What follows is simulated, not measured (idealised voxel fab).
You're looking at the process module voxel ribs on slabs.
Section cut is 200 nm wide and gridded with 5 nm square cells.
Cross-sections here: square-cell grids, written as top-down lists of bands, a band being one or more rows of cells. A band entry consists of two parts. The first gives the height of the band's top and the height of its bottom, in nm. The rest lists the band's materials from left to right, each with its width in nm. A single material labelled with the word "everywhere" fills the band from edge to edge, and the word "air" marks empty space. Below 0: as-received wafer, all one material; heights counted from there. Lowest band: no bottom, goes on down, written "z 0 and below". You'd read "30 to 40" like this: the band's top row of cells is as wide as the first number, its bottom row is as wide as the second, and going down, every row changes width by the same amount as the row before did. "nothing different", as given for a step, is the statement that not any cell of the cross-section underwent a change during that step. The entry titled "Enclosed void catalog" provides the empty spaces that have no open way to the top, restricted to those of 8 cells or more. Each is presented as width x height at distance, the distance being measured from the left edge, with all three in nm. Heads up: the bit after the settings on a step's line is the simulator's remark on that step. "overlay nm" denotes, for a step that has a mask, the displacement of the mask to the right of its planned place, with negative values corresponding to the left. From here on the document is pairs. In a pair, the cross-section before one process step comes with the cross-section after it, and the latter goes no deeper than the lowest band that changed. What lies in between, the step and its settings, is written under the pair. A pair may be from a different run of this module on the same starting wafer than the pair above it, so it continues from that pair only where its entry headed "Before the step" says so.
Before the step
* z 0 and below | Si everywhere
* Enclosed void catalog: none
Cut View, Post-Step
* z 25 to 0 | SiO2 everywhere
* Whatever lies below 0 is exactly as it was before.
* Enclosed void catalog: none
The before and after cross-sections above differ by one step: DIRECTIONAL_DEP | material SiO2 | thk nm 25
Before the step: the cross-section after the pair above
Cut View, Post-Step
* z 50 to 25 | SiN everywhere
* Whatever lies below 25 is exactly as it was before.
* Enclosed void catalog: none
The before and after cross-sections above differ by one step: DIRECTIONAL_DEP | material SiN | thk nm 25
Before the step: the cross-section after the pair above
Cut View, Post-Step
* z 50 to 30 | 85 of air; 25 of SiN; 90 of air
* Whatever lies below 30 is exactly as it was before.
* Enclosed void catalog: none
The before and after cross-sections above differ by one step: MASKED_ETCH | tone cover | mask id RIB | width nm 25 | etch materials SiN | depth nm 20 | overlay nm 0
Before the step: the cross-section after the pair above
Cut View, Post-Step
* z 65 to 50 | 85 of air; 25 of aC; 90 of air
* z 50 to 45 | 85 of air; 25 of SiN; 90 of air
* z 45 to 30 | 85 of aC; 25 of SiN; 90 of aC
* Whatever lies below 30 is exactly as it was before.
* Enclosed void catalog: none
The before and after cross-sections above differ by one step: DIRECTIONAL_DEP | material aC | thk nm 15
Before the step: the cross-section after the pair above
Cut View, Post-Step
* z 95 to 65 | 70 of air; 55 of resist; 75 of air
* z 65 to 50 | 70 of air; 15 of resist; 25 of aC; 15 of resist; 75 of air
* z 50 to 45 | 70 of air; 15 of resist; 25 of SiN; 15 of resist; 75 of air
* Whatever lies below 45 is exactly as it was before.
* Enclosed void catalog: none
The before and after cross-sections above differ by one step: PATTERN | tone cover | mask id SLAB | material resist | width nm 55 | thk nm 30 | overlay nm 0
Before the step: the cross-section after the pair above
Cut View, Post-Step
* z 80 to 65 | 70 of air; 55 of resist; 75 of air
* z 65 to 50 | 70 of air; 15 of resist; 25 of aC; 15 of resist; 75 of air
* z 50 to 45 | 70 of air; 15 of resist; 25 of SiN; 15 of resist; 75 of air
* z 45 to 30 | 70 of air; 15 of aC; 25 of SiN; 15 of aC; 75 of air
* Whatever lies below 30 is exactly as it was before.
* Enclosed void catalog: none
The before and after cross-sections above differ by one step: DIRECTIONAL_ETCH | etch materials aC | depth nm 15
Before the step: the cross-section after the pair above
Cut View, Post-Step
* z 65 to 50 | 85 of air; 25 of aC; 90 of air
* z 50 to 45 | 85 of air; 25 of SiN; 90 of air
* Whatever lies below 45 is exactly as it was before.
* Enclosed void catalog: none
The before and after cross-sections above differ by one step: STRIP | etch materials resist
Before the step: the cross-section after the pair above
Cut View, Post-Step
* z 65 to 50 | 85 of air; 25 of aC; 90 of air
* z 50 to 45 | 85 of air; 25 of SiN; 90 of air
* z 45 to 30 | 70 of air; 15 of aC; 25 of SiN; 15 of aC; 75 of air
* z 30 to 25 | 70 of air; 55 of SiN; 75 of air
* Whatever lies below 25 is exactly as it was before.
* Enclosed void catalog: none
The before and after cross-sections above differ by one step: DIRECTIONAL_ETCH | etch materials SiN | depth nm 5
Before the step: the cross-section after the pair above
Cut View, Post-Step
* z 50 to 30 | 85 of air; 25 of SiN; 90 of air
* Whatever lies below 30 is exactly as it was before.
* Enclosed void catalog: none
The before and after cross-sections above differ by one step: STRIP | etch materials aC
Before the step: the cross-section after the pair above
Cut View, Post-Step
* z 70 to 50 | SiO2 everywhere
* z 50 to 30 | 85 of SiO2; 25 of SiN; 90 of SiO2
* z 30 to 25 | 70 of SiO2; 55 of SiN; 75 of SiO2
* Whatever lies below 25 is exactly as it was before.
* Enclosed void catalog: none
The before and after cross-sections above differ by one step: FILL_DEP | material SiO2 | thk nm 20
Before the step: the cross-section after the pair above
Cut View, Post-Step
* z 60 to 50 | SiO2 everywhere
* Whatever lies below 50 is exactly as it was before.
* Enclosed void catalog: none
The before and after cross-sections above differ by one step: CMP | height nm 60
Before the step: the cross-section after the pair above
Cut View, Post-Step
* z 65 to 60 | W everywhere
* Whatever lies below 60 is exactly as it was before.
* Enclosed void catalog: none
The before and after cross-sections above differ by one step: DIRECTIONAL_DEP | material W | thk nm 5
Before the step: the cross-section after the pair above
Cut View, Post-Step
* z 65 to 60 | 80 of air; 35 of W; 85 of air
* Whatever lies below 60 is exactly as it was before.
* Enclosed void catalog: none
The before and after cross-sections above differ by one step: MASKED_ETCH | tone cover | mask id HEATER | width nm 35 | etch materials W | depth nm 5 | overlay nm 0
Before the step: the cross-section after the pair above
Cut View, Post-Step
* z 75 to 70 | 70 of air; 55 of SiN; 75 of air
* z 70 to 65 | SiN everywhere
* z 65 to 60 | 80 of SiN; 35 of W; 85 of SiN
* Whatever lies below 60 is exactly as it was before.
* Enclosed void catalog: none
The before and after cross-sections above differ by one step: CONFORMAL_DEP | material SiN | thk nm 10
Before the step
* z 25 to 0 | SiO2 everywhere
* z 0 and below | Si everywhere
* Enclosed void catalog: none
Cut View, Post-Step
* z 50 to 0 | SiO2 everywhere
* Whatever lies below 0 is exactly as it was before.
* Enclosed void catalog: none
The before and after cross-sections above differ by one step: DIRECTIONAL_DEP | material SiO2 | thk nm 25
Before the step: the cross-section after the pair above
Cut View, Post-Step
* z 75 to 50 | SiN everywhere
* Whatever lies below 50 is exactly as it was before.
* Enclosed void catalog: none
The before and after cross-sections above differ by one step: DIRECTIONAL_DEP | material SiN | thk nm 25
Before the step: the cross-section after the pair above
Cut View, Post-Step
* z 75 to 55 | 85 of air; 25 of SiN; 90 of air
* Whatever lies below 55 is exactly as it was before.
* Enclosed void catalog: none
The before and after cross-sections above differ by one step: MASKED_ETCH | tone cover | mask id RIB | width nm 25 | etch materials SiN | depth nm 20 | overlay nm 0
Before the step: the cross-section after the pair above
Cut View, Post-Step
* z 90 to 75 | 85 of air; 25 of aC; 90 of air
* z 75 to 70 | 85 of air; 25 of SiN; 90 of air
* z 70 to 55 | 85 of aC; 25 of SiN; 90 of aC
* Whatever lies below 55 is exactly as it was before.
* Enclosed void catalog: none
The before and after cross-sections above differ by one step: DIRECTIONAL_DEP | material aC | thk nm 15
Before the step: the cross-section after the pair above
Cut View, Post-Step
* z 120 to 90 | 70 of air; 55 of resist; 75 of air
* z 90 to 75 | 70 of air; 15 of resist; 25 of aC; 15 of resist; 75 of air
* z 75 to 70 | 70 of air; 15 of resist; 25 of SiN; 15 of resist; 75 of air
* Whatever lies below 70 is exactly as it was before.
* Enclosed void catalog: none
The before and after cross-sections above differ by one step: PATTERN | tone cover | mask id SLAB | material resist | width nm 55 | thk nm 30 | overlay nm 0
Before the step: the cross-section after the pair above
Cut View, Post-Step
* z 105 to 90 | 70 of air; 55 of resist; 75 of air
* z 90 to 75 | 70 of air; 15 of resist; 25 of aC; 15 of resist; 75 of air
* z 75 to 70 | 70 of air; 15 of resist; 25 of SiN; 15 of resist; 75 of air
* z 70 to 55 | 70 of air; 15 of aC; 25 of SiN; 15 of aC; 75 of air
* Whatever lies below 55 is exactly as it was before.
* Enclosed void catalog: none
The before and after cross-sections above differ by one step: DIRECTIONAL_ETCH | etch materials aC | depth nm 15
Before the step: the cross-section after the pair above
Cut View, Post-Step
* z 90 to 75 | 85 of air; 25 of aC; 90 of air
* z 75 to 70 | 85 of air; 25 of SiN; 90 of air
* Whatever lies below 70 is exactly as it was before.
* Enclosed void catalog: none
The before and after cross-sections above differ by one step: STRIP | etch materials resist
Before the step: the cross-section after the pair above
Cut View, Post-Step
* z 90 to 75 | 85 of air; 25 of aC; 90 of air
* z 75 to 70 | 85 of air; 25 of SiN; 90 of air
* z 70 to 55 | 70 of air; 15 of aC; 25 of SiN; 15 of aC; 75 of air
* z 55 to 50 | 70 of air; 55 of SiN; 75 of air
* Whatever lies below 50 is exactly as it was before.
* Enclosed void catalog: none
The before and after cross-sections above differ by one step: DIRECTIONAL_ETCH | etch materials SiN | depth nm 5
Before the step: the cross-section after the pair above
Cut View, Post-Step
* z 75 to 55 | 85 of air; 25 of SiN; 90 of air
* Whatever lies below 55 is exactly as it was before.
* Enclosed void catalog: none
The before and after cross-sections above differ by one step: STRIP | etch materials aC
Before the step: the cross-section after the pair above
Cut View, Post-Step
* z 95 to 75 | SiO2 everywhere
* z 75 to 55 | 85 of SiO2; 25 of SiN; 90 of SiO2
* z 55 to 50 | 70 of SiO2; 55 of SiN; 75 of SiO2
* Whatever lies below 50 is exactly as it was before.
* Enclosed void catalog: none
The before and after cross-sections above differ by one step: FILL_DEP | material SiO2 | thk nm 20
Before the step: the cross-section after the pair above
Cut View, Post-Step
* z 60 to 50 | 85 to 70 of SiO2; 25 to 55 of SiN; 90 to 75 of SiO2
* Whatever lies below 50 is exactly as it was before.
* Enclosed void catalog: none
The before and after cross-sections above differ by one step: CMP | height nm 60
Before the step: the cross-section after the pair above
Cut View, Post-Step
* z 65 to 60 | W everywhere
* Whatever lies below 60 is exactly as it was before.
* Enclosed void catalog: none
The before and after cross-sections above differ by one step: DIRECTIONAL_DEP | material W | thk nm 5
Before the step: the cross-section after the pair above
Cut View, Post-Step
* z 65 to 60 | 80 of air; 35 of W; 85 of air
* Whatever lies below 60 is exactly as it was before.
* Enclosed void catalog: none
The before and after cross-sections above differ by one step: MASKED_ETCH | tone cover | mask id HEATER | width nm 35 | etch materials W | depth nm 5 | overlay nm 0
Before the step: the cross-section after the pair above
Cut View, Post-Step
* z 75 to 70 | 70 of air; 55 of SiN; 75 of air
* z 70 to 65 | SiN everywhere
* z 65 to 60 | 80 of SiN; 35 of W; 85 of SiN
* Whatever lies below 60 is exactly as it was before.
* Enclosed void catalog: none
The before and after cross-sections above differ by one step: CONFORMAL_DEP | material SiN | thk nm 10
Before the step
* z 0 and below | Si everywhere
* Enclosed void catalog: none
Cut View, Post-Step
* z 25 to 0 | SiN everywhere
* Whatever lies below 0 is exactly as it was before.
* Enclosed void catalog: none
The before and after cross-sections above differ by one step: DIRECTIONAL_DEP | material SiN | thk nm 25
Before the step: the cross-section after the pair above
Cut View, Post-Step
* z 50 to 25 | SiO2 everywhere
* Whatever lies below 25 is exactly as it was before.
* Enclosed void catalog: none
The before and after cross-sections above differ by one step: DIRECTIONAL_DEP | material SiO2 | thk nm 25
Before the step: the cross-section after the pair above
Cut View, Post-Step
* z 65 to 50 | aC everywhere
* Whatever lies below 50 is exactly as it was before.
* Enclosed void catalog: none
The before and after cross-sections above differ by one step: DIRECTIONAL_DEP | material aC | thk nm 15
Before the step: the cross-section after the pair above
Cut View, Post-Step
* z 95 to 65 | 70 of air; 55 of resist; 75 of air
* Whatever lies below 65 is exactly as it was before.
* Enclosed void catalog: none
The before and after cross-sections above differ by one step: PATTERN | tone cover | mask id SLAB | material resist | width nm 55 | thk nm 30 | overlay nm 0
Before the step: the cross-section after the pair above
Cut View, Post-Step
* z 80 to 65 | 70 of air; 55 of resist; 75 of air
* z 65 to 50 | 70 of air; 55 of aC; 75 of air
* Whatever lies below 50 is exactly as it was before.
* Enclosed void catalog: none
The before and after cross-sections above differ by one step: DIRECTIONAL_ETCH | etch materials aC | depth nm 15
Before the step: the cross-section after the pair above
Cut View, Post-Step
* z 65 to 50 | 70 of air; 55 of aC; 75 of air
* Whatever lies below 50 is exactly as it was before.
* Enclosed void catalog: none
The before and after cross-sections above differ by one step: STRIP | etch materials resist
Before the step: the cross-section after the pair above
Cut View, Post-Step
* z 50 to 25 | SiO2 everywhere
* Whatever lies below 25 is exactly as it was before.
* Enclosed void catalog: none
The before and after cross-sections above differ by one step: STRIP | etch materials aC
Before the step: the cross-section after the pair above
Cut View, Post-Step
* z 70 to 25 | SiO2 everywhere
* Whatever lies below 25 is exactly as it was before.
* Enclosed void catalog: none
The before and after cross-sections above differ by one step: FILL_DEP | material SiO2 | thk nm 20
Before the step: the cross-section after the pair above
Cut View, Post-Step
* z 60 to 25 | SiO2 everywhere
* Whatever lies below 25 is exactly as it was before.
* Enclosed void catalog: none
The before and after cross-sections above differ by one step: CMP | height nm 60
Before the step: the cross-section after the pair above
Cut View, Post-Step
* z 65 to 60 | W everywhere
* Whatever lies below 60 is exactly as it was before.
* Enclosed void catalog: none
The before and after cross-sections above differ by one step: DIRECTIONAL_DEP | material W | thk nm 5
Before the step: the cross-section after the pair above
Cut View, Post-Step
* z 65 to 60 | 80 of air; 35 of W; 85 of air
* Whatever lies below 60 is exactly as it was before.
* Enclosed void catalog: none
The before and after cross-sections above differ by one step: MASKED_ETCH | tone cover | mask id HEATER | width nm 35 | etch materials W | depth nm 5 | overlay nm 0
Before the step: the cross-section after the pair above
Cut View, Post-Step
* z 75 to 70 | 70 of air; 55 of SiN; 75 of air
* z 70 to 65 | SiN everywhere
* z 65 to 60 | 80 of SiN; 35 of W; 85 of SiN
* Whatever lies below 60 is exactly as it was before.
* Enclosed void catalog: none
The before and after cross-sections above differ by one step: CONFORMAL_DEP | material SiN | thk nm 10
Before the step
* z 0 and below | Si everywhere
* Enclosed void catalog: none
Cut View, Post-Step
* z 20 to 0 | SiO2 everywhere
* Whatever lies below 0 is exactly as it was before.
* Enclosed void catalog: none
The before and after cross-sections above differ by one step: DIRECTIONAL_DEP | material SiO2 | thk nm 20
Before the step: the cross-section after the pair above
Cut View, Post-Step
* z 45 to 20 | SiN everywhere
* Whatever lies below 20 is exactly as it was before.
* Enclosed void catalog: none
The before and after cross-sections above differ by one step: DIRECTIONAL_DEP | material SiN | thk nm 25
Before the step: the cross-section after the pair above
Cut View, Post-Step
* z 45 to 25 | 85 of air; 25 of SiN; 90 of air
* Whatever lies below 25 is exactly as it was before.
* Enclosed void catalog: none
The before and after cross-sections above differ by one step: MASKED_ETCH | tone cover | mask id RIB | width nm 25 | etch materials SiN | depth nm 20 | overlay nm 0
Before the step: the cross-section after the pair above
Cut View, Post-Step
* z 60 to 45 | 85 of air; 25 of aC; 90 of air
* z 45 to 40 | 85 of air; 25 of SiN; 90 of air
* z 40 to 25 | 85 of aC; 25 of SiN; 90 of aC
* Whatever lies below 25 is exactly as it was before.
* Enclosed void catalog: none
The before and after cross-sections above differ by one step: DIRECTIONAL_DEP | material aC | thk nm 15
Before the step: the cross-section after the pair above
Cut View, Post-Step
* z 90 to 60 | 70 of air; 55 of resist; 75 of air
* z 60 to 45 | 70 of air; 15 of resist; 25 of aC; 15 of resist; 75 of air
* z 45 to 40 | 70 of air; 15 of resist; 25 of SiN; 15 of resist; 75 of air
* Whatever lies below 40 is exactly as it was before.
* Enclosed void catalog: none
The before and after cross-sections above differ by one step: PATTERN | tone cover | mask id SLAB | material resist | width nm 55 | thk nm 30 | overlay nm 0
Before the step: the cross-section after the pair above
Cut View, Post-Step
* z 75 to 60 | 70 of air; 55 of resist; 75 of air
* z 60 to 45 | 70 of air; 15 of resist; 25 of aC; 15 of resist; 75 of air
* z 45 to 40 | 70 of air; 15 of resist; 25 of SiN; 15 of resist; 75 of air
* z 40 to 25 | 70 of air; 15 of aC; 25 of SiN; 15 of aC; 75 of air
* Whatever lies below 25 is exactly as it was before.
* Enclosed void catalog: none
The before and after cross-sections above differ by one step: DIRECTIONAL_ETCH | etch materials aC | depth nm 15
Before the step: the cross-section after the pair above
Cut View, Post-Step
* z 60 to 45 | 85 of air; 25 of aC; 90 of air
* z 45 to 40 | 85 of air; 25 of SiN; 90 of air
* Whatever lies below 40 is exactly as it was before.
* Enclosed void catalog: none
The before and after cross-sections above differ by one step: STRIP | etch materials resist
Before the step: the cross-section after the pair above
Cut View, Post-Step
* z 60 to 45 | 85 of air; 25 of aC; 90 of air
* z 45 to 40 | 85 of air; 25 of SiN; 90 of air
* z 40 to 25 | 70 of air; 15 of aC; 25 of SiN; 15 of aC; 75 of air
* z 25 to 20 | 70 of air; 55 of SiN; 75 of air
* Whatever lies below 20 is exactly as it was before.
* Enclosed void catalog: none
The before and after cross-sections above differ by one step: DIRECTIONAL_ETCH | etch materials SiN | depth nm 5
Before the step: the cross-section after the pair above
Cut View, Post-Step
* z 45 to 25 | 85 of air; 25 of SiN; 90 of air
* Whatever lies below 25 is exactly as it was before.
* Enclosed void catalog: none
The before and after cross-sections above differ by one step: STRIP | etch materials aC
Before the step: the cross-section after the pair above
Cut View, Post-Step
* z 65 to 45 | SiO2 everywhere
* z 45 to 25 | 85 of SiO2; 25 of SiN; 90 of SiO2
* z 25 to 20 | 70 of SiO2; 55 of SiN; 75 of SiO2
* Whatever lies below 20 is exactly as it was before.
* Enclosed void catalog: none
The before and after cross-sections above differ by one step: FILL_DEP | material SiO2 | thk nm 20
Before the step: the cross-section after the pair above
Cut View, Post-Step
* z 60 to 45 | SiO2 everywhere
* Whatever lies below 45 is exactly as it was before.
* Enclosed void catalog: none
The before and after cross-sections above differ by one step: CMP | height nm 60
Before the step: the cross-section after the pair above
Cut View, Post-Step
* z 65 to 60 | W everywhere
* Whatever lies below 60 is exactly as it was before.
* Enclosed void catalog: none
The before and after cross-sections above differ by one step: DIRECTIONAL_DEP | material W | thk nm 5
Before the step: the cross-section after the pair above
Cut View, Post-Step
* z 65 to 60 | 80 of air; 35 of W; 85 of air
* Whatever lies below 60 is exactly as it was before.
* Enclosed void catalog: none
The before and after cross-sections above differ by one step: MASKED_ETCH | tone cover | mask id HEATER | width nm 35 | etch materials W | depth nm 5 | overlay nm 0
Before the step: the cross-section after the pair above
Cut View, Post-Step
* z 75 to 70 | 70 of air; 55 of SiN; 75 of air
* z 70 to 65 | SiN everywhere
* z 65 to 60 | 80 of SiN; 35 of W; 85 of SiN
* Whatever lies below 60 is exactly as it was before.
* Enclosed void catalog: none
The before and after cross-sections above differ by one step: CONFORMAL_DEP | material SiN | thk nm 10
Before the step
* z 50 to 25 | SiN everywhere
* z 25 to 0 | SiO2 everywhere
* z 0 and below | Si everywhere
* Enclosed void catalog: none
Cut View, Post-Step
* z 50 to 30 | 85 of air; 30 of SiN; 85 of air
* Whatever lies below 30 is exactly as it was before.
* Enclosed void catalog: none
The before and after cross-sections above differ by one step: MASKED_ETCH | tone cover | mask id RIB | width nm 30 | etch materials SiN | depth nm 20 | overlay nm 0
Before the step: the cross-section after the pair above
Cut View, Post-Step
* z 65 to 50 | 85 of air; 30 of aC; 85 of air
* z 50 to 45 | 85 of air; 30 of SiN; 85 of air
* z 45 to 30 | 85 of aC; 30 of SiN; 85 of aC
* Whatever lies below 30 is exactly as it was before.
* Enclosed void catalog: none
The before and after cross-sections above differ by one step: DIRECTIONAL_DEP | material aC | thk nm 15
Before the step: the cross-section after the pair above
Cut View, Post-Step
* z 95 to 65 | 70 of air; 55 of resist; 75 of air
* z 65 to 50 | 70 of air; 15 of resist; 30 of aC; 10 of resist; 75 of air
* z 50 to 45 | 70 of air; 15 of resist; 30 of SiN; 10 of resist; 75 of air
* Whatever lies below 45 is exactly as it was before.
* Enclosed void catalog: none
The before and after cross-sections above differ by one step: PATTERN | tone cover | mask id SLAB | material resist | width nm 55 | thk nm 30 | overlay nm 0
Before the step: the cross-section after the pair above
Cut View, Post-Step
* z 80 to 65 | 70 of air; 55 of resist; 75 of air
* z 65 to 50 | 70 of air; 15 of resist; 30 of aC; 10 of resist; 75 of air
* z 50 to 45 | 70 of air; 15 of resist; 30 of SiN; 10 of resist; 75 of air
* z 45 to 30 | 70 of air; 15 of aC; 30 of SiN; 10 of aC; 75 of air
* Whatever lies below 30 is exactly as it was before.
* Enclosed void catalog: none
The before and after cross-sections above differ by one step: DIRECTIONAL_ETCH | etch materials aC | depth nm 15
Before the step: the cross-section after the pair above
Cut View, Post-Step
* z 65 to 50 | 85 of air; 30 of aC; 85 of air
* z 50 to 45 | 85 of air; 30 of SiN; 85 of air
* Whatever lies below 45 is exactly as it was before.
* Enclosed void catalog: none
The before and after cross-sections above differ by one step: STRIP | etch materials resist
Before the step: the cross-section after the pair above
Cut View, Post-Step
* z 65 to 50 | 85 of air; 30 of aC; 85 of air
* z 50 to 45 | 85 of air; 30 of SiN; 85 of air
* z 45 to 30 | 70 of air; 15 of aC; 30 of SiN; 10 of aC; 75 of air
* z 30 to 25 | 70 of air; 55 of SiN; 75 of air
* Whatever lies below 25 is exactly as it was before.
* Enclosed void catalog: none
The before and after cross-sections above differ by one step: DIRECTIONAL_ETCH | etch materials SiN | depth nm 5
Before the step: the cross-section after the pair above
Cut View, Post-Step
* z 50 to 30 | 85 of air; 30 of SiN; 85 of air
* Whatever lies below 30 is exactly as it was before.
* Enclosed void catalog: none
The before and after cross-sections above differ by one step: STRIP | etch materials aC
Before the step: the cross-section after the pair above
Cut View, Post-Step
* z 70 to 50 | SiO2 everywhere
* z 50 to 30 | 85 of SiO2; 30 of SiN; 85 of SiO2
* z 30 to 25 | 70 of SiO2; 55 of SiN; 75 of SiO2
* Whatever lies below 25 is exactly as it was before.
* Enclosed void catalog: none
The before and after cross-sections above differ by one step: FILL_DEP | material SiO2 | thk nm 20
Before the step: the cross-section after the pair above
Cut View, Post-Step
* z 60 to 50 | SiO2 everywhere
* Whatever lies below 50 is exactly as it was before.
* Enclosed void catalog: none
The before and after cross-sections above differ by one step: CMP | height nm 60
Before the step: the cross-section after the pair above
Cut View, Post-Step
* z 65 to 60 | W everywhere
* Whatever lies below 60 is exactly as it was before.
* Enclosed void catalog: none
The before and after cross-sections above differ by one step: DIRECTIONAL_DEP | material W | thk nm 5
Before the step: the cross-section after the pair above
Cut View, Post-Step
* z 65 to 60 | 80 of air; 35 of W; 85 of air
* Whatever lies below 60 is exactly as it was before.
* Enclosed void catalog: none
The before and after cross-sections above differ by one step: MASKED_ETCH | tone cover | mask id HEATER | width nm 35 | etch materials W | depth nm 5 | overlay nm 0
Before the step: the cross-section after the pair above
Cut View, Post-Step
* z 75 to 70 | 70 of air; 55 of SiN; 75 of air
* z 70 to 65 | SiN everywhere
* z 65 to 60 | 80 of SiN; 35 of W; 85 of SiN
* Whatever lies below 60 is exactly as it was before.
* Enclosed void catalog: none
The before and after cross-sections above differ by one step: CONFORMAL_DEP | material SiN | thk nm 10
Before the step
* z 65 to 50 | 85 of air; 25 of aC; 90 of air
* z 50 to 45 | 85 of air; 25 of SiN; 90 of air
* z 45 to 30 | 85 of aC; 25 of SiN; 90 of aC
* z 30 to 25 | SiN everywhere
* z 25 to 0 | SiO2 everywhere
* z 0 and below | Si everywhere
* Enclosed void catalog: none
Cut View, Post-Step
* z 95 to 65 | 75 of air; 55 of resist; 70 of air
* z 65 to 50 | 75 of air; 10 of resist; 25 of aC; 20 of resist; 70 of air
* z 50 to 45 | 75 of air; 10 of resist; 25 of SiN; 20 of resist; 70 of air
* Whatever lies below 45 is exactly as it was before.
* Enclosed void catalog: none
The before and after cross-sections above differ by one step: PATTERN | tone cover | mask id SLAB | material resist | width nm 55 | thk nm 30 | overlay nm 5
Before the step: the cross-section after the pair above
Cut View, Post-Step
* z 80 to 65 | 75 of air; 55 of resist; 70 of air
* z 65 to 50 | 75 of air; 10 of resist; 25 of aC; 20 of resist; 70 of air
* z 50 to 45 | 75 of air; 10 of resist; 25 of SiN; 20 of resist; 70 of air
* z 45 to 30 | 75 of air; 10 of aC; 25 of SiN; 20 of aC; 70 of air
* Whatever lies below 30 is exactly as it was before.
* Enclosed void catalog: none
The before and after cross-sections above differ by one step: DIRECTIONAL_ETCH | etch materials aC | depth nm 15
Before the step: the cross-section after the pair above
Cut View, Post-Step
* z 65 to 50 | 85 of air; 25 of aC; 90 of air
* z 50 to 45 | 85 of air; 25 of SiN; 90 of air
* Whatever lies below 45 is exactly as it was before.
* Enclosed void catalog: none
The before and after cross-sections above differ by one step: STRIP | etch materials resist
Before the step: the cross-section after the pair above
Cut View, Post-Step
* z 65 to 50 | 85 of air; 25 of aC; 90 of air
* z 50 to 45 | 85 of air; 25 of SiN; 90 of air
* z 45 to 30 | 75 of air; 10 of aC; 25 of SiN; 20 of aC; 70 of air
* z 30 to 25 | 75 of air; 55 of SiN; 70 of air
* Whatever lies below 25 is exactly as it was before.
* Enclosed void catalog: none
The before and after cross-sections above differ by one step: DIRECTIONAL_ETCH | etch materials SiN | depth nm 5
Before the step: the cross-section after the pair above
Cut View, Post-Step
* z 50 to 30 | 85 of air; 25 of SiN; 90 of air
* Whatever lies below 30 is exactly as it was before.
* Enclosed void catalog: none
The before and after cross-sections above differ by one step: STRIP | etch materials aC
Before the step: the cross-section after the pair above
Cut View, Post-Step
* z 70 to 50 | SiO2 everywhere
* z 50 to 30 | 85 of SiO2; 25 of SiN; 90 of SiO2
* z 30 to 25 | 75 of SiO2; 55 of SiN; 70 of SiO2
* Whatever lies below 25 is exactly as it was before.
* Enclosed void catalog: none
The before and after cross-sections above differ by one step: FILL_DEP | material SiO2 | thk nm 20
Before the step: the cross-section after the pair above
Cut View, Post-Step
* z 60 to 50 | SiO2 everywhere
* Whatever lies below 50 is exactly as it was before.
* Enclosed void catalog: none
The before and after cross-sections above differ by one step: CMP | height nm 60
Before the step: the cross-section after the pair above
Cut View, Post-Step
* z 65 to 60 | W everywhere
* Whatever lies below 60 is exactly as it was before.
* Enclosed void catalog: none
The before and after cross-sections above differ by one step: DIRECTIONAL_DEP | material W | thk nm 5
Before the step: the cross-section after the pair above
Cut View, Post-Step
* z 65 to 60 | 80 of air; 35 of W; 85 of air
* Whatever lies below 60 is exactly as it was before.
* Enclosed void catalog: none
The before and after cross-sections above differ by one step: MASKED_ETCH | tone cover | mask id HEATER | width nm 35 | etch materials W | depth nm 5 | overlay nm 0
Before the step: the cross-section after the pair above
Cut View, Post-Step
* z 75 to 70 | 70 of air; 55 of SiN; 75 of air
* z 70 to 65 | SiN everywhere
* z 65 to 60 | 80 of SiN; 35 of W; 85 of SiN
* Whatever lies below 60 is exactly as it was before.
* Enclosed void catalog: none
The before and after cross-sections above differ by one step: CONFORMAL_DEP | material SiN | thk nm 10
Before the step
* z 50 to 30 | 85 of air; 25 of SiN; 90 of air
* z 30 to 25 | SiN everywhere
* z 25 to 0 | SiO2 everywhere
* z 0 and below | Si everywhere
* Enclosed void catalog: none
Cut View, Post-Step
* z 65 to 45 | 85 of air; 25 of SiN; 90 of air
* z 45 to 25 | SiN everywhere
* Whatever lies below 25 is exactly as it was before.
* Enclosed void catalog: none
The before and after cross-sections above differ by one step: DIRECTIONAL_DEP | material SiN | thk nm 15
Before the step: the cross-section after the pair above
Cut View, Post-Step
* z 95 to 65 | 70 of air; 55 of resist; 75 of air
* z 65 to 45 | 70 of air; 15 of resist; 25 of SiN; 15 of resist; 75 of air
* Whatever lies below 45 is exactly as it was before.
* Enclosed void catalog: none
The before and after cross-sections above differ by one step: PATTERN | tone cover | mask id SLAB | material resist | width nm 55 | thk nm 30 | overlay nm 0
Before the step: the cross-section after the pair above
Cut View, Post-Step
* z 80 to 65 | 70 of air; 55 of resist; 75 of air
* Whatever lies below 65 is exactly as it was before.
* Enclosed void catalog: none
The before and after cross-sections above differ by one step: DIRECTIONAL_ETCH | etch materials aC | depth nm 15
Before the step: the cross-section after the pair above
Cut View, Post-Step
* z 65 to 45 | 85 of air; 25 of SiN; 90 of air
* Whatever lies below 45 is exactly as it was before.
* Enclosed void catalog: none
The before and after cross-sections above differ by one step: STRIP | etch materials resist
Before the step: the cross-section after the pair above
Cut View, Post-Step
* z 60 to 40 | 85 of air; 25 of SiN; 90 of air
* Whatever lies below 40 is exactly as it was before.
* Enclosed void catalog: none
The before and after cross-sections above differ by one step: DIRECTIONAL_ETCH | etch materials SiN | depth nm 5
Before the step: the cross-section after the pair above
Cut View, Post-Step
* z 80 to 60 | SiO2 everywhere
* z 60 to 40 | 85 of SiO2; 25 of SiN; 90 of SiO2
* Whatever lies below 40 is exactly as it was before.
* Enclosed void catalog: none
The before and after cross-sections above differ by one step: FILL_DEP | material SiO2 | thk nm 20
Before the step: the cross-section after the pair above
Cut View, Post-Step
* z 60 to 40 | 85 of SiO2; 25 of SiN; 90 of SiO2
* Whatever lies below 40 is exactly as it was before.
* Enclosed void catalog: none
The before and after cross-sections above differ by one step: CMP | height nm 60
Before the step: the cross-section after the pair above
Cut View, Post-Step
* z 65 to 60 | W everywhere
* Whatever lies below 60 is exactly as it was before.
* Enclosed void catalog: none
The before and after cross-sections above differ by one step: DIRECTIONAL_DEP | material W | thk nm 5
Before the step: the cross-section after the pair above
Cut View, Post-Step
* z 65 to 60 | 80 of air; 35 of W; 85 of air
* Whatever lies below 60 is exactly as it was before.
* Enclosed void catalog: none
The before and after cross-sections above differ by one step: MASKED_ETCH | tone cover | mask id HEATER | width nm 35 | etch materials W | depth nm 5 | overlay nm 0
Before the step: the cross-section after the pair above
Cut View, Post-Step
* z 75 to 70 | 70 of air; 55 of SiN; 75 of air
* z 70 to 65 | SiN everywhere
* z 65 to 60 | 80 of SiN; 35 of W; 85 of SiN
* Whatever lies below 60 is exactly as it was before.
* Enclosed void catalog: none
The before and after cross-sections above differ by one step: CONFORMAL_DEP | material SiN | thk nm 10
Before the step
* z 50 to 25 | SiN everywhere
* z 25 to 0 | SiO2 everywhere
* z 0 and below | Si everywhere
* Enclosed void catalog: none
Cut View, Post-Step
* z 50 to 30 | 85 of SiN; 25 of air; 90 of SiN
* Whatever lies below 30 is exactly as it was before.
* Enclosed void catalog: none
The before and after cross-sections above differ by one step: MASKED_ETCH | tone open | mask id RIB | width nm 25 | etch materials SiN | depth nm 20 | overlay nm 0
